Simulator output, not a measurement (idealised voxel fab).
voxel self aligned vias: a process module
FYI the section here is cut, 300 nm wide, cells are 5 nm squares.
Cross-sections here: square-cell grids, written as top-down lists of bands, a band being one or more rows of cells.
For a band, the entry starts with two heights in nm, that of the top and then that of the bottom, and carries on with the band's materials in order from left to right, each alongside its width in nm; the word "full width" beside a single material means it fills the band edge to edge, and "air" means empty space.
Height reference: 0 = level under which incoming wafer is all one material. Lowest band: no bottom, runs on downward, e.g. "z 0 and below".
Think of "30..40" as a width that walks from the first number to the second as you go down the band, top row to bottom row, taking equal-sized steps from row to row.
"no alteration", as given for a step, is the statement that not any cell of the cross-section underwent a change during that step.
"Sealed cavities" contains a list of empty spaces, each no smaller than 8 cells and without an open way to the top, written in the form width x height at distance with the distance from the left edge and all three in nm.
Read whatever lies past the settings on a step's line as the simulator's own remark about the step.
overlay nm: for a step with a mask, the amount by which the mask lay right of where it was planned; a negative amount means left of it.

**Process steps - plan**
step 1: op RECEIVE | material Si
step 2: op CONFORMAL_DEP | material SiO2 | thk nm 15
step 3: op CONFORMAL_DEP | material SiCN | thk nm 5
step 4: op DIRECTIONAL_DEP | material lowk | thk nm 20
step 5: op DIRECTIONAL_DEP | material aC | thk nm 10
step 6: op PATTERN | tone open | mask id LINES | material resist | width nm 20 | pitch nm 60 | thk nm 30 | overlay nm 0
step 7: op DIRECTIONAL_ETCH | etch materials aC | depth nm 10
step 8: op STRIP | etch materials resist
step 9: op DIRECTIONAL_ETCH | etch materials lowk | depth nm 20
step 10: op STRIP | etch materials aC
step 11: op CONFORMAL_DEP | material TiN | thk nm 5
step 12: op FILL_DEP | material W | thk nm 5
step 13: op CMP | height nm 40
step 14: op SELECTIVE_ETCH | etch materials W Ru TiN | depth nm 10
step 15: op FILL_DEP | material SiN | thk nm 10
step 16: op CMP | height nm 40
step 17: op DIRECTIONAL_DEP | material lowk | thk nm 15
step 18: op PATTERN | tone open | mask id VIAS | material resist | width nm 40 | pitch nm 60 | thk nm 20 | overlay nm 0
step 19: op DIRECTIONAL_ETCH | etch materials lowk | depth nm 15
step 20: op DIRECTIONAL_ETCH | etch materials SiN | depth nm 10
step 21: op STRIP | etch materials resist
step 22: op CONFORMAL_DEP | material TiN | thk nm 5
step 23: op FILL_DEP | material W | thk nm 5
step 24: op CMP | height nm 55
step 25: op CONFORMAL_DEP | material SiN | thk nm 5

**Cross-section of the incoming wafer, state after step 1**
    z 0 and below  Si full width
    Sealed cavities: none

**End state of the module in cross-section, given the above starting point and plan and one mistake in execution**
    z 60 to 55  SiN full width
    z 55 to 45  lowk 100 / TiN 5 / W 30 / TiN 5 / lowk 20 / TiN 5 / W 30 / TiN 5 / lowk 100
    z 45 to 40  lowk 100 / TiN 40 / lowk 20 / TiN 40 / lowk 100
    z 40 to 20  SiO2 full width
    z 20 to 15  SiCN full width
    z 15 to 0  SiO2 full width
    z 0 and below  Si full width
    Sealed cavities: none
So what did we get wrong on this run? contrary to plan, step 4 was performed as op DIRECTIONAL_DEP | material SiO2 | thk nm 20
